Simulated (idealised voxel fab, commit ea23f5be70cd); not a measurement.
Module name: voxel capacitor over wiring (process module)
The cross-section on display is named cut; it measures 295 nm wide, and its cells are 5 nm squares.
For the purposes of this document, a cross-section shall be understood as a grid of square cells, specified as bands listed in top-to-bottom order, each band consisting of one or more rows of cells.
What a band's entry tells you: where the top is and where the bottom is, as heights in nm, and after that what lies inside, material by material from left to right, each with its width in nm. Empty space is written as the word "air", and a single material marked with the word "all across" occupies the band from edge to edge.
We count height from 0. Below that, the starting wafer is all one material. The lowest band never ends at the bottom but goes on down; see "0 and below" for how that is written.
Quick explanation for "30..40": the width changes in equal steps down the rows of cells, from the first number in the band's top row to the second number in its bottom row.
It should be understood that the words "all unchanged", when stated for a given step, signify that the cross-section underwent no change in any of its cells during that step.
"Closed empty spaces" lists enclosed empty spaces (at least 8 cells, no open path upward to the top), each as width x height at distance from the left edge, in nm.
Step line, after settings: the simulator's comment on this step.
"overlay nm" on a masked step: distance the mask lay right of its planned place, negative for left.

PROCESS STEPS (PLANNED)
step 1: RECEIVE | material Si
step 2: CONFORMAL_DEP | material SiO2 | thk nm 15
step 3: CONFORMAL_DEP | material SiCN | thk nm 5
step 4: DIRECTIONAL_DEP | material SiO2 | thk nm 20
step 5: MASKED_ETCH | tone open | mask id METAL_1 | width nm 20 | pitch nm 85 | etch materials SiO2 | depth nm 20 | overlay nm 0
step 6: MASKED_ETCH | tone open | mask id METAL_1 | width nm 20 | pitch nm 85 | etch materials SiCN | depth nm 5 | overlay nm 0
step 7: CONFORMAL_DEP | material TiN | thk nm 5
step 8: FILL_DEP | material Cu | thk nm 10
step 9: CMP | height nm 40
step 10: CONFORMAL_DEP | material SiCN | thk nm 5
step 11: DIRECTIONAL_DEP | material SiO2 | thk nm 10
step 12: DIRECTIONAL_DEP | material aC | thk nm 15
step 13: PATTERN | tone open | mask id PLUG_1 | material resist | width nm 15 | thk nm 35 | overlay nm 0
step 14: DIRECTIONAL_ETCH | etch materials aC | depth nm 15
step 15: STRIP | etch materials resist
step 16: DIRECTIONAL_ETCH | etch materials SiO2 | depth nm 10
step 17: DIRECTIONAL_ETCH | etch materials SiCN | depth nm 5
step 18: STRIP | etch materials aC
step 19: EPI | material Ru | thk nm 10
step 20: EPI | material Ru | thk nm 5
step 21: DIRECTIONAL_DEP | material TiN | thk nm 10
step 22: DIRECTIONAL_DEP | material SiN | thk nm 5
step 23: DIRECTIONAL_DEP | material TiN | thk nm 5
step 24: DIRECTIONAL_DEP | material aC | thk nm 15
step 25: PATTERN | tone cover | mask id UPPER_PLATE | material resist | width nm 70 | thk nm 30 | overlay nm 0
step 26: DIRECTIONAL_ETCH | etch materials aC | depth nm 15
step 27: STRIP | etch materials resist
step 28: DIRECTIONAL_ETCH | etch materials TiN | depth nm 5
step 29: DIRECTIONAL_ETCH | etch materials SiN | depth nm 5
step 30: STRIP | etch materials aC
step 31: DIRECTIONAL_DEP | material aC | thk nm 15
step 32: PATTERN | tone cover | mask id LOWER_PLATE | material resist | width nm 80 | thk nm 30 | overlay nm 0
step 33: DIRECTIONAL_ETCH | etch materials aC | depth nm 15
step 34: STRIP | etch materials resist
step 35: DIRECTIONAL_ETCH | etch materials TiN | depth nm 10
step 36: STRIP | etch materials aC
step 37: FILL_DEP | material SiO2 | thk nm 15
step 38: CMP | height nm 85
step 39: DIRECTIONAL_DEP | material aC | thk nm 10
step 40: PATTERN | tone open | mask id PLUG_2 | material resist | width nm 15 | thk nm 25 | overlay nm 0
step 41: DIRECTIONAL_ETCH | etch materials aC | depth nm 10
step 42: STRIP | etch materials resist
step 43: DIRECTIONAL_ETCH | etch materials SiO2 | depth nm 10
step 44: STRIP | etch materials aC
step 45: CONFORMAL_DEP | material TiN | thk nm 5
step 46: FILL_DEP | material Cu | thk nm 5
step 47: CMP | height nm 85
step 48: CONFORMAL_DEP | material SiN | thk nm 5

FIRST OF TWO WAFERS - AS PLANNED

HERE'S WHAT THE WAFER LOOKED LIKE IN CROSS-SECTION WHEN IT ARRIVED - THAT'S AFTER STEP 1
	0 and below  Si all across
	Closed empty spaces: none

HOW THE WAFER STANDS IN SECTION AFTER STEP 2
	15 down to 0  SiO2 all across
	Unchanged below 0.

HOW THE WAFER STANDS IN SECTION AFTER STEP 3
	20 down to 15  SiCN all across
	Unchanged below 15.

HOW THE WAFER STANDS IN SECTION AFTER STEP 4
	40 down to 20  SiO2 all across
	Unchanged below 20.

HOW THE WAFER STANDS IN SECTION AFTER STEP 5
	40 down to 20  SiO2: 95 | air: 20 | SiO2: 65 | air: 20 | SiO2: 95
	Unchanged below 20.

HOW THE WAFER STANDS IN SECTION AFTER STEP 6
	40 down to 20  SiO2: 95 | air: 20 | SiO2: 65 | air: 20 | SiO2: 95
	20 down to 15  SiCN: 95 | air: 20 | SiCN: 65 | air: 20 | SiCN: 95
	Unchanged below 15.

HOW THE WAFER STANDS IN SECTION AFTER STEP 7
	45 down to 40  TiN: 100 | air: 10 | TiN: 75 | air: 10 | TiN: 100
	40 down to 20  SiO2: 95 | TiN: 5 | air: 10 | TiN: 5 | SiO2: 65 | TiN: 5 | air: 10 | TiN: 5 | SiO2: 95
	20 down to 15  SiCN: 95 | TiN: 20 | SiCN: 65 | TiN: 20 | SiCN: 95
	Unchanged below 15.

HOW THE WAFER STANDS IN SECTION AFTER STEP 8
	55 down to 45  Cu all across
	45 down to 40  TiN: 100 | Cu: 10 | TiN: 75 | Cu: 10 | TiN: 100
	40 down to 20  SiO2: 95 | TiN: 5 | Cu: 10 | TiN: 5 | SiO2: 65 | TiN: 5 | Cu: 10 | TiN: 5 | SiO2: 95
	Unchanged below 20.

HOW THE WAFER STANDS IN SECTION AFTER STEP 9
	40 down to 20  SiO2: 95 | TiN: 5 | Cu: 10 | TiN: 5 | SiO2: 65 | TiN: 5 | Cu: 10 | TiN: 5 | SiO2: 95
	Unchanged below 20.

HOW THE WAFER STANDS IN SECTION AFTER STEP 10
	45 down to 40  SiCN all across
	Unchanged below 40.

HOW THE WAFER STANDS IN SECTION AFTER STEP 11
	55 down to 45  SiO2 all across
	Unchanged below 45.

HOW THE WAFER STANDS IN SECTION AFTER STEP 12
	70 down to 55  aC all across
	Unchanged below 55.

HOW THE WAFER STANDS IN SECTION AFTER STEP 13
	105 down to 70  resist: 100 | air: 15 | resist: 180
	Unchanged below 70.

HOW THE WAFER STANDS IN SECTION AFTER STEP 14
	90 down to 70  resist: 100 | air: 15 | resist: 180
	70 down to 55  aC: 100 | air: 15 | aC: 180
	Unchanged below 55.

HOW THE WAFER STANDS IN SECTION AFTER STEP 15
	70 down to 55  aC: 100 | air: 15 | aC: 180
	Unchanged below 55.

HOW THE WAFER STANDS IN SECTION AFTER STEP 16
	70 down to 55  aC: 100 | air: 15 | aC: 180
	55 down to 45  SiO2: 100 | air: 15 | SiO2: 180
	Unchanged below 45.

HOW THE WAFER STANDS IN SECTION AFTER STEP 17
	70 down to 55  aC: 100 | air: 15 | aC: 180
	55 down to 45  SiO2: 100 | air: 15 | SiO2: 180
	45 down to 40  SiCN: 100 | air: 15 | SiCN: 180
	Unchanged below 40.

HOW THE WAFER STANDS IN SECTION AFTER STEP 18
	55 down to 45  SiO2: 100 | air: 15 | SiO2: 180
	Unchanged below 45.

HOW THE WAFER STANDS IN SECTION AFTER STEP 19
	55 down to 50  SiO2: 100 | air: 15 | SiO2: 180
	50 down to 45  SiO2: 100 | Ru: 15 | SiO2: 180
	45 down to 40  SiCN: 100 | Ru: 15 | SiCN: 180
	Unchanged below 40.

HOW THE WAFER STANDS IN SECTION AFTER STEP 20
	55 down to 45  SiO2: 100 | Ru: 15 | SiO2: 180
	Unchanged below 45.

HOW THE WAFER STANDS IN SECTION AFTER STEP 21
	65 down to 55  TiN all across
	Unchanged below 55.

HOW THE WAFER STANDS IN SECTION AFTER STEP 22
	70 down to 65  SiN all across
	Unchanged below 65.

HOW THE WAFER STANDS IN SECTION AFTER STEP 23
	75 down to 70  TiN all across
	Unchanged below 70.

HOW THE WAFER STANDS IN SECTION AFTER STEP 24
	90 down to 75  aC all across
	Unchanged below 75.

HOW THE WAFER STANDS IN SECTION AFTER STEP 25
	120 down to 90  air: 100 | resist: 70 | air: 125
	Unchanged below 90.

HOW THE WAFER STANDS IN SECTION AFTER STEP 26
	105 down to 90  air: 100 | resist: 70 | air: 125
	90 down to 75  air: 100 | aC: 70 | air: 125
	Unchanged below 75.

HOW THE WAFER STANDS IN SECTION AFTER STEP 27
	90 down to 75  air: 100 | aC: 70 | air: 125
	Unchanged below 75.

HOW THE WAFER STANDS IN SECTION AFTER STEP 28
	90 down to 75  air: 100 | aC: 70 | air: 125
	75 down to 70  air: 100 | TiN: 70 | air: 125
	Unchanged below 70.

HOW THE WAFER STANDS IN SECTION AFTER STEP 29
	90 down to 75  air: 100 | aC: 70 | air: 125
	75 down to 70  air: 100 | TiN: 70 | air: 125
	70 down to 65  air: 100 | SiN: 70 | air: 125
	Unchanged below 65.

HOW THE WAFER STANDS IN SECTION AFTER STEP 30
	75 down to 70  air: 100 | TiN: 70 | air: 125
	Unchanged below 70.

HOW THE WAFER STANDS IN SECTION AFTER STEP 31
	90 down to 80  air: 100 | aC: 70 | air: 125
	80 down to 75  aC all across
	75 down to 70  aC: 100 | TiN: 70 | aC: 125
	70 down to 65  aC: 100 | SiN: 70 | aC: 125
	Unchanged below 65.

HOW THE WAFER STANDS IN SECTION AFTER STEP 32
	120 down to 90  air: 95 | resist: 80 | air: 120
	90 down to 80  air: 95 | resist: 5 | aC: 70 | resist: 5 | air: 120
	Unchanged below 80.

HOW THE WAFER STANDS IN SECTION AFTER STEP 33
	105 down to 90  air: 95 | resist: 80 | air: 120
	90 down to 80  air: 95 | resist: 5 | aC: 70 | resist: 5 | air: 120
	80 down to 75  air: 95 | aC: 80 | air: 120
	75 down to 70  air: 95 | aC: 5 | TiN: 70 | aC: 5 | air: 120
	70 down to 65  air: 95 | aC: 5 | SiN: 70 | aC: 5 | air: 120
	Unchanged below 65.

HOW THE WAFER STANDS IN SECTION AFTER STEP 34
	90 down to 80  air: 100 | aC: 70 | air: 125
	Unchanged below 80.

HOW THE WAFER STANDS IN SECTION AFTER STEP 35
	90 down to 80  air: 100 | aC: 70 | air: 125
	80 down to 75  air: 95 | aC: 80 | air: 120
	75 down to 70  air: 95 | aC: 5 | TiN: 70 | aC: 5 | air: 120
	70 down to 65  air: 95 | aC: 5 | SiN: 70 | aC: 5 | air: 120
	65 down to 55  air: 95 | TiN: 80 | air: 120
	Unchanged below 55.

HOW THE WAFER STANDS IN SECTION AFTER STEP 36
	75 down to 70  air: 100 | TiN: 70 | air: 125
	70 down to 65  air: 100 | SiN: 70 | air: 125
	Unchanged below 65.

HOW THE WAFER STANDS IN SECTION AFTER STEP 37
	90 down to 75  SiO2 all across
	75 down to 70  SiO2: 100 | TiN: 70 | SiO2: 125
	70 down to 65  SiO2: 100 | SiN: 70 | SiO2: 125
	65 down to 55  SiO2: 95 | TiN: 80 | SiO2: 120
	Unchanged below 55.

HOW THE WAFER STANDS IN SECTION AFTER STEP 38
	85 down to 75  SiO2 all across
	Unchanged below 75.

HOW THE WAFER STANDS IN SECTION AFTER STEP 39
	95 down to 85  aC all across
	Unchanged below 85.

HOW THE WAFER STANDS IN SECTION AFTER STEP 40
	120 down to 95  resist: 110 | air: 15 | resist: 170
	Unchanged below 95.

HOW THE WAFER STANDS IN SECTION AFTER STEP 41
	110 down to 95  resist: 110 | air: 15 | resist: 170
	95 down to 85  aC: 110 | air: 15 | aC: 170
	Unchanged below 85.

HOW THE WAFER STANDS IN SECTION AFTER STEP 42
	95 down to 85  aC: 110 | air: 15 | aC: 170
	Unchanged below 85.

HOW THE WAFER STANDS IN SECTION AFTER STEP 43
	95 down to 85  aC: 110 | air: 15 | aC: 170
	85 down to 75  SiO2: 110 | air: 15 | SiO2: 170
	Unchanged below 75.

HOW THE WAFER STANDS IN SECTION AFTER STEP 44
	85 down to 75  SiO2: 110 | air: 15 | SiO2: 170
	Unchanged below 75.

HOW THE WAFER STANDS IN SECTION AFTER STEP 45
	90 down to 85  TiN: 115 | air: 5 | TiN: 175
	85 down to 80  SiO2: 110 | TiN: 5 | air: 5 | TiN: 5 | SiO2: 170
	80 down to 70  SiO2: 110..100 | TiN: 15..70 | SiO2: 170..125
	Unchanged below 70.

HOW THE WAFER STANDS IN SECTION AFTER STEP 46
	95 down to 90  Cu all across
	90 down to 85  TiN: 115 | Cu: 5 | TiN: 175
	85 down to 80  SiO2: 110 | TiN: 5 | Cu: 5 | TiN: 5 | SiO2: 170
	Unchanged below 80.

HOW THE WAFER STANDS IN SECTION AFTER STEP 47
	85 down to 80  SiO2: 110 | TiN: 5 | Cu: 5 | TiN: 5 | SiO2: 170
	Unchanged below 80.

HOW THE WAFER STANDS IN SECTION AFTER STEP 48
	90 down to 85  SiN all across
	Unchanged below 85.

WHAT FOLLOWS CONCERNS THE SECOND WAFER, WHICH STARTED OUT LIKE THE FIRST AND WAS MEANT TO FOLLOW THE VERY SAME PLAN; ONE MISTAKE CREPT IN WHEN IT WAS RUN, BUT EVERYTHING UP TO AND INCLUDING STEP 20 IS THE SAME AS FOR THE FIRST WAFER

SECOND WAFER, SECTION VIEW, TIME POINT: SCHEDULED END OF STEP 21
	60 down to 55  SiN all across
	Unchanged below 55.

SECOND WAFER, SECTION VIEW, TIME POINT: SCHEDULED END OF STEP 22
	70 down to 60  TiN all across
	Unchanged below 60.

SECOND WAFER, SECTION VIEW, TIME POINT: SCHEDULED END OF STEP 23
	75 down to 60  TiN all across
	Unchanged below 60.

SECOND WAFER, SECTION VIEW, TIME POINT: SCHEDULED END OF STEP 24
	90 down to 75  aC all across
	Unchanged below 75.

SECOND WAFER, SECTION VIEW, TIME POINT: SCHEDULED END OF STEP 25
	120 down to 90  air: 100 | resist: 70 | air: 125
	Unchanged below 90.

SECOND WAFER, SECTION VIEW, TIME POINT: SCHEDULED END OF STEP 26
	105 down to 90  air: 100 | resist: 70 | air: 125
	90 down to 75  air: 100 | aC: 70 | air: 125
	Unchanged below 75.

SECOND WAFER, SECTION VIEW, TIME POINT: SCHEDULED END OF STEP 27
	90 down to 75  air: 100 | aC: 70 | air: 125
	Unchanged below 75.

SECOND WAFER, SECTION VIEW, TIME POINT: SCHEDULED END OF STEP 28
	90 down to 75  air: 100 | aC: 70 | air: 125
	75 down to 70  air: 100 | TiN: 70 | air: 125
	Unchanged below 70.

Second wafer, section view, time point: scheduled end of step 29: all unchanged

SECOND WAFER, SECTION VIEW, TIME POINT: SCHEDULED END OF STEP 30
	75 down to 70  air: 100 | TiN: 70 | air: 125
	Unchanged below 70.

SECOND WAFER, SECTION VIEW, TIME POINT: SCHEDULED END OF STEP 31
	90 down to 85  air: 100 | aC: 70 | air: 125
	85 down to 75  aC all across
	75 down to 70  aC: 100 | TiN: 70 | aC: 125
	Unchanged below 70.

SECOND WAFER, SECTION VIEW, TIME POINT: SCHEDULED END OF STEP 32
	120 down to 90  air: 95 | resist: 80 | air: 120
	90 down to 85  air: 95 | resist: 5 | aC: 70 | resist: 5 | air: 120
	Unchanged below 85.

SECOND WAFER, SECTION VIEW, TIME POINT: SCHEDULED END OF STEP 33
	105 down to 90  air: 95 | resist: 80 | air: 120
	90 down to 85  air: 95 | resist: 5 | aC: 70 | resist: 5 | air: 120
	85 down to 75  air: 95 | aC: 80 | air: 120
	75 down to 70  air: 95 | aC: 5 | TiN: 70 | aC: 5 | air: 120
	Unchanged below 70.

SECOND WAFER, SECTION VIEW, TIME POINT: SCHEDULED END OF STEP 34
	90 down to 85  air: 100 | aC: 70 | air: 125
	Unchanged below 85.

SECOND WAFER, SECTION VIEW, TIME POINT: SCHEDULED END OF STEP 35
	90 down to 85  air: 100 | aC: 70 | air: 125
	85 down to 75  air: 95 | aC: 80 | air: 120
	75 down to 70  air: 95 | aC: 5 | TiN: 70 | aC: 5 | air: 120
	70 down to 60  air: 95 | TiN: 80 | air: 120
	Unchanged below 60.

SECOND WAFER, SECTION VIEW, TIME POINT: SCHEDULED END OF STEP 36
	75 down to 70  air: 100 | TiN: 70 | air: 125
	Unchanged below 70.

SECOND WAFER, SECTION VIEW, TIME POINT: SCHEDULED END OF STEP 37
	90 down to 75  SiO2 all across
	75 down to 70  SiO2: 100 | TiN: 70 | SiO2: 125
	70 down to 60  SiO2: 95 | TiN: 80 | SiO2: 120
	Unchanged below 60.

SECOND WAFER, SECTION VIEW, TIME POINT: SCHEDULED END OF STEP 38
	85 down to 75  SiO2 all across
	Unchanged below 75.

SECOND WAFER, SECTION VIEW, TIME POINT: SCHEDULED END OF STEP 39
	95 down to 85  aC all across
	Unchanged below 85.

SECOND WAFER, SECTION VIEW, TIME POINT: SCHEDULED END OF STEP 40
	120 down to 95  resist: 110 | air: 15 | resist: 170
	Unchanged below 95.

SECOND WAFER, SECTION VIEW, TIME POINT: SCHEDULED END OF STEP 41
	110 down to 95  resist: 110 | air: 15 | resist: 170
	95 down to 85  aC: 110 | air: 15 | aC: 170
	Unchanged below 85.

SECOND WAFER, SECTION VIEW, TIME POINT: SCHEDULED END OF STEP 42
	95 down to 85  aC: 110 | air: 15 | aC: 170
	Unchanged below 85.

SECOND WAFER, SECTION VIEW, TIME POINT: SCHEDULED END OF STEP 43
	95 down to 85  aC: 110 | air: 15 | aC: 170
	85 down to 75  SiO2: 110 | air: 15 | SiO2: 170
	Unchanged below 75.

SECOND WAFER, SECTION VIEW, TIME POINT: SCHEDULED END OF STEP 44
	85 down to 75  SiO2: 110 | air: 15 | SiO2: 170
	Unchanged below 75.

SECOND WAFER, SECTION VIEW, TIME POINT: SCHEDULED END OF STEP 45
	90 down to 85  TiN: 115 | air: 5 | TiN: 175
	85 down to 80  SiO2: 110 | TiN: 5 | air: 5 | TiN: 5 | SiO2: 170
	80 down to 70  SiO2: 110..100 | TiN: 15..70 | SiO2: 170..125
	Unchanged below 70.

SECOND WAFER, SECTION VIEW, TIME POINT: SCHEDULED END OF STEP 46
	95 down to 90  Cu all across
	90 down to 85  TiN: 115 | Cu: 5 | TiN: 175
	85 down to 80  SiO2: 110 | TiN: 5 | Cu: 5 | TiN: 5 | SiO2: 170
	Unchanged below 80.

SECOND WAFER, SECTION VIEW, TIME POINT: SCHEDULED END OF STEP 47
	85 down to 80  SiO2: 110 | TiN: 5 | Cu: 5 | TiN: 5 | SiO2: 170
	Unchanged below 80.

SECOND WAFER, SECTION VIEW, TIME POINT: SCHEDULED END OF STEP 48
	90 down to 85  SiN all across
	Unchanged below 85.
Which mistake was made when the wafer was run? plan vs actual: 21 and 22 interchanged
Count the cells at the end and the second wafer has more or fewer of some materials than the first: SiN +45 | SiO2 -45
